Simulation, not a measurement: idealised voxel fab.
process module | voxel lift off
cross-section cut | 165 nm wide | cells 5 nm
A cross-section is a grid of square cells, given in bands from the top down. A band is one or more rows of cells.
Each band's line starts with the height of the band's top and of its bottom, in nm. Then come its materials from left to right, each with its width in nm. One material with "throughout" fills the band from edge to edge. "air" is empty space.
Height 0 is the level under which the wafer as received is all one material. The lowest band goes on downwards, as in "0 down".
A width such as "30 to 40" changes by the same amount from each row of cells to the next, from the band's top row to its bottom row.
"no change" after a step means that no cell of the cross-section changed.
closed voids: empty space of 8 cells or more with no open way to the top, each as width x height at its distance from the left edge, in nm
after a step's settings: what the simulator itself notes on the step
overlay nm, on a step with a mask: how far to the right of its planned place the mask lay; to the left if negative
plan
1 op RECEIVE | material Si
2 op CONFORMAL_DEP | material SiO2 | thk nm 10
3 op PATTERN | tone open | mask id LINES | material resist | width nm 15 | pitch nm 30 | thk nm 25 | overlay nm 0
4 op DIRECTIONAL_DEP | material Ru | thk nm 15
5 op STRIP | etch materials resist
6 op CONFORMAL_DEP | material SiO2 | thk nm 5
first wafer, as planned
as received, after step 1
  0 down: Si throughout
  closed voids: none
after step 2
  10 to 0: SiO2 throughout
  below 0: unchanged
after step 3
  35 to 10: resist 30 | air 15 | resist 15 | air 15 | resist 15 | air 15 | resist 15 | air 15 | resist 30
  below 10: unchanged
after step 4
  50 to 35: Ru 30 | air 15 | Ru 15 | air 15 | Ru 15 | air 15 | Ru 15 | air 15 | Ru 30
  35 to 25: resist 30 | air 15 | resist 15 | air 15 | resist 15 | air 15 | resist 15 | air 15 | resist 30
  25 to 10: resist 30 | Ru 15 | resist 15 | Ru 15 | resist 15 | Ru 15 | resist 15 | Ru 15 | resist 30
  below 10: unchanged
after step 5
  25 to 10: air 30 | Ru 15 | air 15 | Ru 15 | air 15 | Ru 15 | air 15 | Ru 15 | air 30
  below 10: unchanged
after step 6
  30 to 25: air 25 | SiO2 25 | air 5 | SiO2 25 | air 5 | SiO2 25 | air 5 | SiO2 25 | air 25
  25 to 15: air 25 | SiO2 5 | Ru 15 | SiO2 5 | air 5 | SiO2 5 | Ru 15 | SiO2 5 | air 5 | SiO2 5 | Ru 15 | SiO2 5 | air 5 | SiO2 5 | Ru 15 | SiO2 5 | air 25
  15 to 10: SiO2 30 | Ru 15 | SiO2 15 | Ru 15 | SiO2 15 | Ru 15 | SiO2 15 | Ru 15 | SiO2 30
  below 10: unchanged
second wafer: like start, like plan, one mistake. Through step 4 it matches the first wafer
when step 5 should have ended
  25 to 10: air 30 | Ru 15 | air 15 | Ru 15 | air 15 | Ru 15 | air 15 | Ru 15 | air 30
  below 10: unchanged
when step 6 should have ended
  30 to 25: air 25 | SiO2 25 | air 5 | SiO2 25 | air 5 | SiO2 25 | air 5 | SiO2 25 | air 25
  25 to 15: air 25 | SiO2 5 | Ru 15 | SiO2 5 | air 5 | SiO2 5 | Ru 15 | SiO2 5 | air 5 | SiO2 5 | Ru 15 | SiO2 5 | air 5 | SiO2 5 | Ru 15 | SiO2 5 | air 25
  15 to 10: SiO2 30 | Ru 15 | SiO2 15 | Ru 15 | SiO2 15 | Ru 15 | SiO2 15 | Ru 15 | SiO2 30
  below 10: unchanged
what went wrong: step 5 was run twice
at the end the two cross-sections are the same: no effect in what this model computes
